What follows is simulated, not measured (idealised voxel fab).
process module | voxel self aligned contacts
cross-section cut | 200 nm wide | cells 5 nm
A cross-section is a grid of square cells, given in bands from the top down. A band is one or more rows of cells.
Each band's line starts with the height of the band's top and of its bottom, in nm. Then come its materials from left to right, each with its width in nm. One material with "throughout" fills the band from edge to edge. "air" is empty space.
Height 0 is the level under which the wafer as received is all one material. The lowest band goes on downwards, as in "0 down".
A width such as "30 to 40" changes by the same amount from each row of cells to the next, from the band's top row to its bottom row.
"no change" after a step means that no cell of the cross-section changed.
closed voids: empty space of 8 cells or more with no open way to the top, each as width x height at its distance from the left edge, in nm
after a step's settings: what the simulator itself notes on the step
overlay nm, on a step with a mask: how far to the right of its planned place the mask lay; to the left if negative
plan
1 op RECEIVE | material Si
2 op OXIDIZE | depth nm 5
3 op DIRECTIONAL_DEP | material polySi | thk nm 30
4 op DIRECTIONAL_DEP | material SiN | thk nm 15
5 op MASKED_ETCH | tone cover | mask id GATE | width nm 35 | pitch nm 60 | etch materials SiN | depth nm 15 | overlay nm 0
6 op MASKED_ETCH | tone cover | mask id GATE | width nm 35 | pitch nm 60 | etch materials polySi | depth nm 30 | overlay nm 0
7 op CONFORMAL_DEP | material SiN | thk nm 5
8 op DIRECTIONAL_ETCH | etch materials SiN | depth nm 5
9 op FILL_DEP | material SiO2 | thk nm 20
10 op CMP | height nm 55
11 op MASKED_ETCH | tone open | mask id CONTACT | width nm 35 | pitch nm 60 | etch materials SiO2 | depth nm 60 | overlay nm 0
12 op CONFORMAL_DEP | material TiN | thk nm 5
13 op FILL_DEP | material W | thk nm 10
14 op CMP | height nm 55
15 op CONFORMAL_DEP | material SiN | thk nm 5
first wafer, as planned
as received, after step 1
  0 down: Si throughout
  closed voids: none
after step 2
  0 to -5: SiO2 throughout
  below -5: unchanged
after step 3
  30 to 0: polySi throughout
  below 0: unchanged
after step 4
  45 to 30: SiN throughout
  below 30: unchanged
after step 5
  45 to 30: air 20 | SiN 35 | air 25 | SiN 35 | air 25 | SiN 35 | air 25
  below 30: unchanged
after step 6
  45 to 30: air 20 | SiN 35 | air 25 | SiN 35 | air 25 | SiN 35 | air 25
  30 to 0: air 20 | polySi 35 | air 25 | polySi 35 | air 25 | polySi 35 | air 25
  below 0: unchanged
after step 7
  50 to 30: air 15 | SiN 45 | air 15 | SiN 45 | air 15 | SiN 45 | air 20
  30 to 5: air 15 | SiN 5 | polySi 35 | SiN 5 | air 15 | SiN 5 | polySi 35 | SiN 5 | air 15 | SiN 5 | polySi 35 | SiN 5 | air 20
  5 to 0: SiN 20 | polySi 35 | SiN 25 | polySi 35 | SiN 25 | polySi 35 | SiN 25
  below 0: unchanged
after step 8
  45 to 30: air 15 | SiN 45 | air 15 | SiN 45 | air 15 | SiN 45 | air 20
  30 to 0: air 15 | SiN 5 | polySi 35 | SiN 5 | air 15 | SiN 5 | polySi 35 | SiN 5 | air 15 | SiN 5 | polySi 35 | SiN 5 | air 20
  below 0: unchanged
after step 9
  65 to 45: SiO2 throughout
  45 to 30: SiO2 15 | SiN 45 | SiO2 15 | SiN 45 | SiO2 15 | SiN 45 | SiO2 20
  30 to 0: SiO2 15 | SiN 5 | polySi 35 | SiN 5 | SiO2 15 | SiN 5 | polySi 35 | SiN 5 | SiO2 15 | SiN 5 | polySi 35 | SiN 5 | SiO2 20
  below 0: unchanged
after step 10
  55 to 45: SiO2 throughout
  below 45: unchanged
after step 11
  55 to 45: SiO2 50 | air 35 | SiO2 25 | air 35 | SiO2 55
  45 to 30: SiO2 15 | SiN 45 | air 15 | SiN 45 | air 15 | SiN 45 | SiO2 20
  30 to 0: SiO2 15 | SiN 5 | polySi 35 | SiN 5 | air 15 | SiN 5 | polySi 35 | SiN 5 | air 15 | SiN 5 | polySi 35 | SiN 5 | SiO2 20
  0 to -5: SiO2 60 | air 15 | SiO2 45 | air 15 | SiO2 65
  below -5: unchanged
after step 12
  60 to 55: TiN 55 | air 25 | TiN 35 | air 25 | TiN 60
  55 to 45: SiO2 50 | TiN 5 to 15 | air 25 to 5 | TiN 5 to 15 | SiO2 25 | TiN 5 to 15 | air 25 to 5 | TiN 5 to 15 | SiO2 55
  45 to 30: SiO2 15 | SiN 45 | TiN 5 | air 5 | TiN 5 | SiN 45 | TiN 5 | air 5 | TiN 5 | SiN 45 | SiO2 20
  30 to 0: SiO2 15 | SiN 5 | polySi 35 | SiN 5 | TiN 5 | air 5 | TiN 5 | SiN 5 | polySi 35 | SiN 5 | TiN 5 | air 5 | TiN 5 | SiN 5 | polySi 35 | SiN 5 | SiO2 20
  0 to -5: SiO2 60 | TiN 15 | SiO2 45 | TiN 15 | SiO2 65
  below -5: unchanged
after step 13
  70 to 60: W throughout
  60 to 55: TiN 55 | W 25 | TiN 35 | W 25 | TiN 60
  55 to 45: SiO2 50 | TiN 5 to 15 | W 25 to 5 | TiN 5 to 15 | SiO2 25 | TiN 5 to 15 | W 25 to 5 | TiN 5 to 15 | SiO2 55
  45 to 30: SiO2 15 | SiN 45 | TiN 5 | W 5 | TiN 5 | SiN 45 | TiN 5 | W 5 | TiN 5 | SiN 45 | SiO2 20
  30 to 0: SiO2 15 | SiN 5 | polySi 35 | SiN 5 | TiN 5 | W 5 | TiN 5 | SiN 5 | polySi 35 | SiN 5 | TiN 5 | W 5 | TiN 5 | SiN 5 | polySi 35 | SiN 5 | SiO2 20
  below 0: unchanged
after step 14
  55 to 45: SiO2 50 | TiN 5 to 15 | W 25 to 5 | TiN 5 to 15 | SiO2 25 | TiN 5 to 15 | W 25 to 5 | TiN 5 to 15 | SiO2 55
  below 45: unchanged
after step 15
  60 to 55: SiN throughout
  below 55: unchanged
second wafer: like start, like plan, one mistake. Through step 4 it matches the first wafer
when step 5 should have ended
  45 to 30: air 30 | SiN 35 | air 25 | SiN 35 | air 25 | SiN 35 | air 15
  below 30: unchanged
when step 6 should have ended
  45 to 30: air 30 | SiN 35 | air 25 | SiN 35 | air 25 | SiN 35 | air 15
  30 to 0: air 20 | polySi 45 | air 15 | polySi 45 | air 15 | polySi 45 | air 15
  below 0: unchanged
when step 7 should have ended
  50 to 35: air 25 | SiN 45 | air 15 | SiN 45 | air 15 | SiN 45 | air 10
  35 to 30: air 15 | SiN 55 | air 5 | SiN 55 | air 5 | SiN 55 | air 10
  30 to 5: air 15 | SiN 5 | polySi 45 | SiN 5 | air 5 | SiN 5 | polySi 45 | SiN 5 | air 5 | SiN 5 | polySi 45 | SiN 5 | air 10
  5 to 0: SiN 20 | polySi 45 | SiN 15 | polySi 45 | SiN 15 | polySi 45 | SiN 15
  below 0: unchanged
when step 8 should have ended
  45 to 30: air 25 | SiN 45 | air 15 | SiN 45 | air 15 | SiN 45 | air 10
  30 to 0: air 15 | SiN 5 | polySi 45 | SiN 5 | air 5 | SiN 5 | polySi 45 | SiN 5 | air 5 | SiN 5 | polySi 45 | SiN 5 | air 10
  below 0: unchanged
when step 9 should have ended
  65 to 45: SiO2 throughout
  45 to 30: SiO2 25 | SiN 45 | SiO2 15 | SiN 45 | SiO2 15 | SiN 45 | SiO2 10
  30 to 0: SiO2 15 | SiN 5 | polySi 45 | SiN 5 | SiO2 5 | SiN 5 | polySi 45 | SiN 5 | SiO2 5 | SiN 5 | polySi 45 | SiN 5 | SiO2 10
  below 0: unchanged
when step 10 should have ended
  55 to 45: SiO2 throughout
  below 45: unchanged
when step 11 should have ended
  55 to 45: SiO2 50 | air 35 | SiO2 25 | air 35 | SiO2 55
  45 to 30: SiO2 25 | SiN 45 | air 15 | SiN 45 | air 15 | SiN 45 | SiO2 10
  30 to 0: SiO2 15 | SiN 5 | polySi 45 | SiN 5 | air 5 | SiN 5 | polySi 45 | SiN 5 | air 5 | SiN 5 | polySi 45 | SiN 5 | SiO2 10
  0 to -5: SiO2 70 | air 5 | SiO2 55 | air 5 | SiO2 65
  below -5: unchanged
when step 12 should have ended
  60 to 55: TiN 55 | air 25 | TiN 35 | air 25 | TiN 60
  55 to 45: SiO2 50 | TiN 5 to 25 | air 25 to 5 | TiN 5 | SiO2 25 | TiN 5 to 25 | air 25 to 5 | TiN 5 | SiO2 55
  45 to 35: SiO2 25 | SiN 45 | TiN 5 | air 5 | TiN 5 | SiN 45 | TiN 5 | air 5 | TiN 5 | SiN 45 | SiO2 10
  35 to 30: SiO2 25 | SiN 45 | TiN 15 | SiN 45 | TiN 15 | SiN 45 | SiO2 10
  30 to 0: SiO2 15 | SiN 5 | polySi 45 | SiN 5 | TiN 5 | SiN 5 | polySi 45 | SiN 5 | TiN 5 | SiN 5 | polySi 45 | SiN 5 | SiO2 10
  0 to -5: SiO2 70 | TiN 5 | SiO2 55 | TiN 5 | SiO2 65
  below -5: unchanged
when step 13 should have ended
  70 to 60: W throughout
  60 to 55: TiN 55 | W 25 | TiN 35 | W 25 | TiN 60
  55 to 45: SiO2 50 | TiN 5 to 25 | W 25 to 5 | TiN 5 | SiO2 25 | TiN 5 to 25 | W 25 to 5 | TiN 5 | SiO2 55
  45 to 35: SiO2 25 | SiN 45 | TiN 5 | W 5 | TiN 5 | SiN 45 | TiN 5 | W 5 | TiN 5 | SiN 45 | SiO2 10
  below 35: unchanged
when step 14 should have ended
  55 to 45: SiO2 50 | TiN 5 to 25 | W 25 to 5 | TiN 5 | SiO2 25 | TiN 5 to 25 | W 25 to 5 | TiN 5 | SiO2 55
  below 45: unchanged
when step 15 should have ended
  60 to 55: SiN throughout
  below 55: unchanged
what went wrong: step 5 ran as: op MASKED_ETCH | tone cover | mask id GATE | width nm 35 | pitch nm 60 | etch materials SiN | depth nm 15 | overlay nm 10
at the end the second wafer has, in cells: 8 fewer of SiO2 | 14 fewer of TiN | 14 fewer of W | 36 more of polySi
